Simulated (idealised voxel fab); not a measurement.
The process module that follows is named voxel self aligned contacts.
Each square cell in cross-section cut measures 5 nm, and the section as a whole is 210 nm wide.
In what follows, cross-sections appear as grids of square cells, described through bands that run from the top down, where every band is one or more rows of cells. Top, bottom (nm), then materials left to right with widths (nm); lone material tagged "full width" fills the whole band edge to edge; "air" = empty space. Measure heights from 0. That's the level where, below it, the as-received wafer is all one material. The lowest band is bottomless and extends downward; write it as in "0 nm and below". When a width is written as two numbers, as in "30 to 40", the first number is the width in the top row of cells of the band and the second is the width in its bottom row, and the width changes by the same amount from each row to the next. Step marked "nothing changed"? Then no cell in the cross-section changed in it. The list in "Voids, enclosed" covers empty spaces of 8 cells or more that cannot reach the top through any open way, and it gives each as width x height at distance; the distance is from the left edge, and width, height and distance are in nm. Past the settings on a step's line: simulator remark, on that step. Among the settings permitted on a step's line is "overlay nm"; applied to a step with a mask, it specifies the extent to which the mask lay to the right of its planned position, whereas a negative figure signifies a position to the left.
[This section lists the process steps that were planned]
- 1: RECEIVE | material Si
- 2: CONFORMAL_DEP | material SiO2 | thk nm 5
- 3: DIRECTIONAL_DEP | material polySi | thk nm 20
- 4: DIRECTIONAL_DEP | material SiN | thk nm 15
- 5: DIRECTIONAL_DEP | material aC | thk nm 15
- 6: PATTERN | tone cover | mask id GATE | material resist | width nm 30 | pitch nm 55 | thk nm 30 | overlay nm 0
- 7: DIRECTIONAL_ETCH | etch materials aC | depth nm 15
- 8: STRIP | etch materials resist
- 9: DIRECTIONAL_ETCH | etch materials SiN | depth nm 15
- 10: DIRECTIONAL_ETCH | etch materials polySi | depth nm 20
- 11: STRIP | etch materials aC
- 12: CONFORMAL_DEP | material SiN | thk nm 5
- 13: DIRECTIONAL_ETCH | etch materials SiN | depth nm 5
- 14: FILL_DEP | material SiO2 | thk nm 20
- 15: CMP | height nm 50
- 16: DIRECTIONAL_DEP | material aC | thk nm 10
- 17: PATTERN | tone open | mask id CONTACT | material resist | width nm 35 | thk nm 30 | overlay nm 0
- 18: DIRECTIONAL_ETCH | etch materials aC | depth nm 10
- 19: STRIP | etch materials resist
- 20: DIRECTIONAL_ETCH | etch materials SiO2 | depth nm 50
- 21: STRIP | etch materials aC
- 22: CONFORMAL_DEP | material TiN | thk nm 5
- 23: FILL_DEP | material W | thk nm 10
- 24: CMP | height nm 50
- 25: CONFORMAL_DEP | material SiN | thk nm 5
[The first of two wafers, run as planned]
[Wafer as received: cross-section following step 1]
    0 nm and below  Si full width
    Voids, enclosed: none
[Wafer section view after processing step 2]
    5 nm to 0 nm  SiO2 full width
    Under 0: no change, same as before.
[Wafer section view after processing step 3]
    25 nm to 5 nm  polySi full width
    Under 5: no change, same as before.
[Wafer section view after processing step 4]
    40 nm to 25 nm  SiN full width
    Under 25: no change, same as before.
[Wafer section view after processing step 5]
    55 nm to 40 nm  aC full width
    Under 40: no change, same as before.
[Wafer section view after processing step 6]
    85 nm to 55 nm  60 nm air, then 30 nm resist, then 25 nm air, then 30 nm resist, then 65 nm air
    Under 55: no change, same as before.
[Wafer section view after processing step 7]
    70 nm to 55 nm  60 nm air, then 30 nm resist, then 25 nm air, then 30 nm resist, then 65 nm air
    55 nm to 40 nm  60 nm air, then 30 nm aC, then 25 nm air, then 30 nm aC, then 65 nm air
    Under 40: no change, same as before.
[Wafer section view after processing step 8]
    55 nm to 40 nm  60 nm air, then 30 nm aC, then 25 nm air, then 30 nm aC, then 65 nm air
    Under 40: no change, same as before.
[Wafer section view after processing step 9]
    55 nm to 40 nm  60 nm air, then 30 nm aC, then 25 nm air, then 30 nm aC, then 65 nm air
    40 nm to 25 nm  60 nm air, then 30 nm SiN, then 25 nm air, then 30 nm SiN, then 65 nm air
    Under 25: no change, same as before.
[Wafer section view after processing step 10]
    55 nm to 40 nm  60 nm air, then 30 nm aC, then 25 nm air, then 30 nm aC, then 65 nm air
    40 nm to 25 nm  60 nm air, then 30 nm SiN, then 25 nm air, then 30 nm SiN, then 65 nm air
    25 nm to 5 nm  60 nm air, then 30 nm polySi, then 25 nm air, then 30 nm polySi, then 65 nm air
    Under 5: no change, same as before.
[Wafer section view after processing step 11]
    40 nm to 25 nm  60 nm air, then 30 nm SiN, then 25 nm air, then 30 nm SiN, then 65 nm air
    Under 25: no change, same as before.
[Wafer section view after processing step 12]
    45 nm to 25 nm  55 nm air, then 40 nm SiN, then 15 nm air, then 40 nm SiN, then 60 nm air
    25 nm to 10 nm  55 nm air, then 5 nm SiN, then 30 nm polySi, then 5 nm SiN, then 15 nm air, then 5 nm SiN, then 30 nm polySi, then 5 nm SiN, then 60 nm air
    10 nm to 5 nm  60 nm SiN, then 30 nm polySi, then 25 nm SiN, then 30 nm polySi, then 65 nm SiN
    Under 5: no change, same as before.
[Wafer section view after processing step 13]
    40 nm to 25 nm  55 nm air, then 40 nm SiN, then 15 nm air, then 40 nm SiN, then 60 nm air
    25 nm to 5 nm  55 nm air, then 5 nm SiN, then 30 nm polySi, then 5 nm SiN, then 15 nm air, then 5 nm SiN, then 30 nm polySi, then 5 nm SiN, then 60 nm air
    Under 5: no change, same as before.
[Wafer section view after processing step 14]
    60 nm to 40 nm  SiO2 full width
    40 nm to 25 nm  55 nm SiO2, then 40 nm SiN, then 15 nm SiO2, then 40 nm SiN, then 60 nm SiO2
    25 nm to 5 nm  55 nm SiO2, then 5 nm SiN, then 30 nm polySi, then 5 nm SiN, then 15 nm SiO2, then 5 nm SiN, then 30 nm polySi, then 5 nm SiN, then 60 nm SiO2
    Under 5: no change, same as before.
[Wafer section view after processing step 15]
    50 nm to 40 nm  SiO2 full width
    Under 40: no change, same as before.
[Wafer section view after processing step 16]
    60 nm to 50 nm  aC full width
    Under 50: no change, same as before.
[Wafer section view after processing step 17]
    90 nm to 60 nm  85 nm resist, then 35 nm air, then 90 nm resist
    Under 60: no change, same as before.
[Wafer section view after processing step 18]
    80 nm to 60 nm  85 nm resist, then 35 nm air, then 90 nm resist
    60 nm to 50 nm  85 nm aC, then 35 nm air, then 90 nm aC
    Under 50: no change, same as before.
[Wafer section view after processing step 19]
    60 nm to 50 nm  85 nm aC, then 35 nm air, then 90 nm aC
    Under 50: no change, same as before.
[Wafer section view after processing step 20]
    60 nm to 50 nm  85 nm aC, then 35 nm air, then 90 nm aC
    50 nm to 40 nm  85 nm SiO2, then 35 nm air, then 90 nm SiO2
    40 nm to 25 nm  55 nm SiO2, then 40 nm SiN, then 15 nm air, then 40 nm SiN, then 60 nm SiO2
    25 nm to 5 nm  55 nm SiO2, then 5 nm SiN, then 30 nm polySi, then 5 nm SiN, then 15 nm air, then 5 nm SiN, then 30 nm polySi, then 5 nm SiN, then 60 nm SiO2
    5 nm to 0 nm  95 nm SiO2, then 15 nm air, then 100 nm SiO2
    Under 0: no change, same as before.
[Wafer section view after processing step 21]
    50 nm to 40 nm  85 nm SiO2, then 35 nm air, then 90 nm SiO2
    Under 40: no change, same as before.
[Wafer section view after processing step 22]
    55 nm to 50 nm  90 nm TiN, then 25 nm air, then 95 nm TiN
    50 nm to 40 nm  85 nm SiO2, then 5 to 15 nm TiN, then 25 to 5 nm air, then 5 to 15 nm TiN, then 90 nm SiO2
    40 nm to 25 nm  55 nm SiO2, then 40 nm SiN, then 5 nm TiN, then 5 nm air, then 5 nm TiN, then 40 nm SiN, then 60 nm SiO2
    25 nm to 5 nm  55 nm SiO2, then 5 nm SiN, then 30 nm polySi, then 5 nm SiN, then 5 nm TiN, then 5 nm air, then 5 nm TiN, then 5 nm SiN, then 30 nm polySi, then 5 nm SiN, then 60 nm SiO2
    5 nm to 0 nm  95 nm SiO2, then 15 nm TiN, then 100 nm SiO2
    Under 0: no change, same as before.
[Wafer section view after processing step 23]
    65 nm to 55 nm  W full width
    55 nm to 50 nm  90 nm TiN, then 25 nm W, then 95 nm TiN
    50 nm to 40 nm  85 nm SiO2, then 5 to 15 nm TiN, then 25 to 5 nm W, then 5 to 15 nm TiN, then 90 nm SiO2
    40 nm to 25 nm  55 nm SiO2, then 40 nm SiN, then 5 nm TiN, then 5 nm W, then 5 nm TiN, then 40 nm SiN, then 60 nm SiO2
    25 nm to 5 nm  55 nm SiO2, then 5 nm SiN, then 30 nm polySi, then 5 nm SiN, then 5 nm TiN, then 5 nm W, then 5 nm TiN, then 5 nm SiN, then 30 nm polySi, then 5 nm SiN, then 60 nm SiO2
    Under 5: no change, same as before.
[Wafer section view after processing step 24]
    50 nm to 40 nm  85 nm SiO2, then 5 to 15 nm TiN, then 25 to 5 nm W, then 5 to 15 nm TiN, then 90 nm SiO2
    Under 40: no change, same as before.
[Wafer section view after processing step 25]
    55 nm to 50 nm  SiN full width
    Under 50: no change, same as before.
[The remaining wafer, second of the two, started like the first and was run to the same plan, except that one mistake was made along the way; the two coincide through step 3, inclusive]
[Look at the second wafer in cross-section at the time step 4 ought to have finished]
    45 nm to 25 nm  SiN full width
    Under 25: no change, same as before.
[Look at the second wafer in cross-section at the time step 5 ought to have finished]
    60 nm to 45 nm  aC full width
    Under 45: no change, same as before.
[Look at the second wafer in cross-section at the time step 6 ought to have finished]
    90 nm to 60 nm  60 nm air, then 30 nm resist, then 25 nm air, then 30 nm resist, then 65 nm air
    Under 60: no change, same as before.
[Look at the second wafer in cross-section at the time step 7 ought to have finished]
    75 nm to 60 nm  60 nm air, then 30 nm resist, then 25 nm air, then 30 nm resist, then 65 nm air
    60 nm to 45 nm  60 nm air, then 30 nm aC, then 25 nm air, then 30 nm aC, then 65 nm air
    Under 45: no change, same as before.
[Look at the second wafer in cross-section at the time step 8 ought to have finished]
    60 nm to 45 nm  60 nm air, then 30 nm aC, then 25 nm air, then 30 nm aC, then 65 nm air
    Under 45: no change, same as before.
[Look at the second wafer in cross-section at the time step 9 ought to have finished]
    60 nm to 45 nm  60 nm air, then 30 nm aC, then 25 nm air, then 30 nm aC, then 65 nm air
    45 nm to 30 nm  60 nm air, then 30 nm SiN, then 25 nm air, then 30 nm SiN, then 65 nm air
    Under 30: no change, same as before.
Look at the second wafer in cross-section at the time step 10 ought to have finished: nothing changed
[Look at the second wafer in cross-section at the time step 11 ought to have finished]
    45 nm to 30 nm  60 nm air, then 30 nm SiN, then 25 nm air, then 30 nm SiN, then 65 nm air
    Under 30: no change, same as before.
[Look at the second wafer in cross-section at the time step 12 ought to have finished]
    50 nm to 35 nm  55 nm air, then 40 nm SiN, then 15 nm air, then 40 nm SiN, then 60 nm air
    35 nm to 25 nm  SiN full width
    Under 25: no change, same as before.
[Look at the second wafer in cross-section at the time step 13 ought to have finished]
    45 nm to 30 nm  55 nm air, then 40 nm SiN, then 15 nm air, then 40 nm SiN, then 60 nm air
    Under 30: no change, same as before.
[Look at the second wafer in cross-section at the time step 14 ought to have finished]
    65 nm to 45 nm  SiO2 full width
    45 nm to 30 nm  55 nm SiO2, then 40 nm SiN, then 15 nm SiO2, then 40 nm SiN, then 60 nm SiO2
    Under 30: no change, same as before.
[Look at the second wafer in cross-section at the time step 15 ought to have finished]
    50 nm to 45 nm  SiO2 full width
    Under 45: no change, same as before.
[Look at the second wafer in cross-section at the time step 16 ought to have finished]
    60 nm to 50 nm  aC full width
    Under 50: no change, same as before.
[Look at the second wafer in cross-section at the time step 17 ought to have finished]
    90 nm to 60 nm  85 nm resist, then 35 nm air, then 90 nm resist
    Under 60: no change, same as before.
[Look at the second wafer in cross-section at the time step 18 ought to have finished]
    80 nm to 60 nm  85 nm resist, then 35 nm air, then 90 nm resist
    60 nm to 50 nm  85 nm aC, then 35 nm air, then 90 nm aC
    Under 50: no change, same as before.
[Look at the second wafer in cross-section at the time step 19 ought to have finished]
    60 nm to 50 nm  85 nm aC, then 35 nm air, then 90 nm aC
    Under 50: no change, same as before.
[Look at the second wafer in cross-section at the time step 20 ought to have finished]
    60 nm to 50 nm  85 nm aC, then 35 nm air, then 90 nm aC
    50 nm to 45 nm  85 nm SiO2, then 35 nm air, then 90 nm SiO2
    45 nm to 30 nm  55 nm SiO2, then 40 nm SiN, then 15 nm air, then 40 nm SiN, then 60 nm SiO2
    Under 30: no change, same as before.
[Look at the second wafer in cross-section at the time step 21 ought to have finished]
    50 nm to 45 nm  85 nm SiO2, then 35 nm air, then 90 nm SiO2
    Under 45: no change, same as before.
[Look at the second wafer in cross-section at the time step 22 ought to have finished]
    55 nm to 50 nm  90 nm TiN, then 25 nm air, then 95 nm TiN
    50 nm to 45 nm  85 nm SiO2, then 15 nm TiN, then 5 nm air, then 15 nm TiN, then 90 nm SiO2
    45 nm to 35 nm  55 nm SiO2, then 40 nm SiN, then 5 nm TiN, then 5 nm air, then 5 nm TiN, then 40 nm SiN, then 60 nm SiO2
    35 nm to 30 nm  55 nm SiO2, then 40 nm SiN, then 15 nm TiN, then 40 nm SiN, then 60 nm SiO2
    Under 30: no change, same as before.
[Look at the second wafer in cross-section at the time step 23 ought to have finished]
    65 nm to 55 nm  W full width
    55 nm to 50 nm  90 nm TiN, then 25 nm W, then 95 nm TiN
    50 nm to 45 nm  85 nm SiO2, then 15 nm TiN, then 5 nm W, then 15 nm TiN, then 90 nm SiO2
    45 nm to 35 nm  55 nm SiO2, then 40 nm SiN, then 5 nm TiN, then 5 nm W, then 5 nm TiN, then 40 nm SiN, then 60 nm SiO2
    Under 35: no change, same as before.
[Look at the second wafer in cross-section at the time step 24 ought to have finished]
    50 nm to 45 nm  85 nm SiO2, then 15 nm TiN, then 5 nm W, then 15 nm TiN, then 90 nm SiO2
    Under 45: no change, same as before.
[Look at the second wafer in cross-section at the time step 25 ought to have finished]
    55 nm to 50 nm  SiN full width
    Under 50: no change, same as before.
Short version of what went wrong: planned and actual differ for step 4; actual: DIRECTIONAL_DEP | material SiN | thk nm 20
Counted in cells at the end, the second wafer holds more or fewer of these materials than the first: 26 more of SiN; 124 fewer of SiO2; 12 fewer of TiN; 10 fewer of W; 120 more of polySi
